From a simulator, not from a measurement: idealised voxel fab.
The process module presented herein is designated voxel self aligned vias.
cross-section cut | 285 nm wide | cells 5 nm
Heads up, the way a cross-section reads in here is a grid of square cells, handed over as bands from the top down, with every band being one or more rows of cells. Within each band entry, the heights of the top and of the bottom of the band appear first, in that order and in nm; the materials of the band then follow from left to right, each with its corresponding width in nm. The designation "full width" on a single material indicates that it fills the band from edge to edge; the designation "air" indicates empty space. It should be noted that heights are counted from 0, beneath which the wafer as supplied is of one material throughout, and that the lowest band possesses no lower boundary but continues downward, as written in "0 nm and below". Per-row width for "30->40": begins at first number (top row of band), ends at second number (bottom row), increment between rows held constant. Key: "no modification" - step with no changed cell in the cross-section. Voids not open to the top, 8 cells minimum: see "Sealed void listing". Written width x height at distance; distance is from the left edge; nm. Step line, after settings: the simulator's comment on this step. overlay nm: how far to the right of its planned place the mask lay on this masked step (negative: to the left).
## This section lists the process steps that were planned
1 RECEIVE | material Si
2 CONFORMAL_DEP | material SiO2 | thk nm 10
3 CONFORMAL_DEP | material SiCN | thk nm 5
4 DIRECTIONAL_DEP | material lowk | thk nm 20
5 MASKED_ETCH | tone open | mask id LINES | width nm 25 | pitch nm 55 | etch materials lowk | depth nm 20 | overlay nm 0
6 CONFORMAL_DEP | material TiN | thk nm 5
7 FILL_DEP | material Ru | thk nm 10
8 CMP | height nm 35
9 SELECTIVE_ETCH | etch materials W Ru TiN | depth nm 5
10 FILL_DEP | material SiN | thk nm 10
11 CMP | height nm 35
12 DIRECTIONAL_DEP | material lowk | thk nm 20
13 PATTERN | tone open | mask id VIAS | material resist | width nm 35 | pitch nm 110 | thk nm 20 | overlay nm 0
14 DIRECTIONAL_ETCH | etch materials lowk | depth nm 20
15 DIRECTIONAL_ETCH | etch materials SiN | depth nm 5
16 STRIP | etch materials resist
17 CONFORMAL_DEP | material TiN | thk nm 5
18 FILL_DEP | material W | thk nm 5
19 CMP | height nm 55
20 CONFORMAL_DEP | material SiN | thk nm 5
## The first of the two wafers, which ran as planned
## Cross-section of the wafer upon arrival, representing the state reached after step 1
- 0 nm and below  Si full width
- Sealed void listing: none
## You're looking at a cross-section of the wafer after step 2
- 10 nm to 0 nm  SiO2 full width
- No changes below 0.
## You're looking at a cross-section of the wafer after step 3
- 15 nm to 10 nm  SiCN full width
- No changes below 10.
## You're looking at a cross-section of the wafer after step 4
- 35 nm to 15 nm  lowk full width
- No changes below 15.
## You're looking at a cross-section of the wafer after step 5
- 35 nm to 15 nm  lowk (75); air (25); lowk (30); air (25); lowk (30); air (25); lowk (75)
- No changes below 15.
## You're looking at a cross-section of the wafer after step 6
- 40 nm to 35 nm  TiN (80); air (15); TiN (40); air (15); TiN (40); air (15); TiN (80)
- 35 nm to 20 nm  lowk (75); TiN (5); air (15); TiN (5); lowk (30); TiN (5); air (15); TiN (5); lowk (30); TiN (5); air (15); TiN (5); lowk (75)
- 20 nm to 15 nm  lowk (75); TiN (25); lowk (30); TiN (25); lowk (30); TiN (25); lowk (75)
- No changes below 15.
## You're looking at a cross-section of the wafer after step 7
- 50 nm to 40 nm  Ru full width
- 40 nm to 35 nm  TiN (80); Ru (15); TiN (40); Ru (15); TiN (40); Ru (15); TiN (80)
- 35 nm to 20 nm  lowk (75); TiN (5); Ru (15); TiN (5); lowk (30); TiN (5); Ru (15); TiN (5); lowk (30); TiN (5); Ru (15); TiN (5); lowk (75)
- No changes below 20.
## You're looking at a cross-section of the wafer after step 8
- 35 nm to 20 nm  lowk (75); TiN (5); Ru (15); TiN (5); lowk (30); TiN (5); Ru (15); TiN (5); lowk (30); TiN (5); Ru (15); TiN (5); lowk (75)
- No changes below 20.
## You're looking at a cross-section of the wafer after step 9
- 35 nm to 30 nm  lowk (75); air (25); lowk (30); air (25); lowk (30); air (25); lowk (75)
- No changes below 30.
## You're looking at a cross-section of the wafer after step 10
- 45 nm to 35 nm  SiN full width
- 35 nm to 30 nm  lowk (75); SiN (25); lowk (30); SiN (25); lowk (30); SiN (25); lowk (75)
- No changes below 30.
## You're looking at a cross-section of the wafer after step 11
- 35 nm to 30 nm  lowk (75); SiN (25); lowk (30); SiN (25); lowk (30); SiN (25); lowk (75)
- No changes below 30.
## You're looking at a cross-section of the wafer after step 12
- 55 nm to 35 nm  lowk full width
- No changes below 35.
## You're looking at a cross-section of the wafer after step 13
- 75 nm to 55 nm  resist (70); air (35); resist (75); air (35); resist (70)
- No changes below 55.
## You're looking at a cross-section of the wafer after step 14
- 75 nm to 55 nm  resist (70); air (35); resist (75); air (35); resist (70)
- 55 nm to 35 nm  lowk (70); air (35); lowk (75); air (35); lowk (70)
- No changes below 35.
## You're looking at a cross-section of the wafer after step 15
- 75 nm to 55 nm  resist (70); air (35); resist (75); air (35); resist (70)
- 55 nm to 35 nm  lowk (70); air (35); lowk (75); air (35); lowk (70)
- 35 nm to 30 nm  lowk (75); air (25); lowk (30); SiN (25); lowk (30); air (25); lowk (75)
- No changes below 30.
## You're looking at a cross-section of the wafer after step 16
- 55 nm to 35 nm  lowk (70); air (35); lowk (75); air (35); lowk (70)
- No changes below 35.
## You're looking at a cross-section of the wafer after step 17
- 60 nm to 55 nm  TiN (75); air (25); TiN (85); air (25); TiN (75)
- 55 nm to 40 nm  lowk (70); TiN (5); air (25); TiN (5); lowk (75); TiN (5); air (25); TiN (5); lowk (70)
- 40 nm to 35 nm  lowk (70); TiN (10); air (15); TiN (10); lowk (75); TiN (10); air (15); TiN (10); lowk (70)
- 35 nm to 30 nm  lowk (75); TiN (25); lowk (30); SiN (25); lowk (30); TiN (25); lowk (75)
- No changes below 30.
## You're looking at a cross-section of the wafer after step 18
- 65 nm to 60 nm  W full width
- 60 nm to 55 nm  TiN (75); W (25); TiN (85); W (25); TiN (75)
- 55 nm to 40 nm  lowk (70); TiN (5); W (25); TiN (5); lowk (75); TiN (5); W (25); TiN (5); lowk (70)
- 40 nm to 35 nm  lowk (70); TiN (10); W (15); TiN (10); lowk (75); TiN (10); W (15); TiN (10); lowk (70)
- No changes below 35.
## You're looking at a cross-section of the wafer after step 19
- 55 nm to 40 nm  lowk (70); TiN (5); W (25); TiN (5); lowk (75); TiN (5); W (25); TiN (5); lowk (70)
- No changes below 40.
## You're looking at a cross-section of the wafer after step 20
- 60 nm to 55 nm  SiN full width
- No changes below 55.
## Regarding the second of the two wafers: it shared the first wafer's starting condition and process plan, yet one error occurred during its execution. Its history coincides with that of the first wafer up to and including step 11
## Second wafer, cut view, end of step 12 per plan
- 55 nm to 35 nm  SiCN full width
- No changes below 35.
## Second wafer, cut view, end of step 13 per plan
- 75 nm to 55 nm  resist (70); air (35); resist (75); air (35); resist (70)
- No changes below 55.
Second wafer, cut view, end of step 14 per plan: no modification
Second wafer, cut view, end of step 15 per plan: no modification
## Second wafer, cut view, end of step 16 per plan
- 55 nm to 35 nm  SiCN full width
- No changes below 35.
## Second wafer, cut view, end of step 17 per plan
- 60 nm to 55 nm  TiN full width
- No changes below 55.
## Second wafer, cut view, end of step 18 per plan
- 65 nm to 60 nm  W full width
- No changes below 60.
## Second wafer, cut view, end of step 19 per plan
- 55 nm to 35 nm  SiCN full width
- No changes below 35.
## Second wafer, cut view, end of step 20 per plan
- 60 nm to 55 nm  SiN full width
- No changes below 55.
So what did we get wrong on this run? off-plan run, step 12, actual operation and settings DIRECTIONAL_DEP | material SiCN | thk nm 20
Cell-count delta at end, second wafer over first, by material: +228 SiCN, +10 SiN, -30 TiN, -36 W, -172 lowk
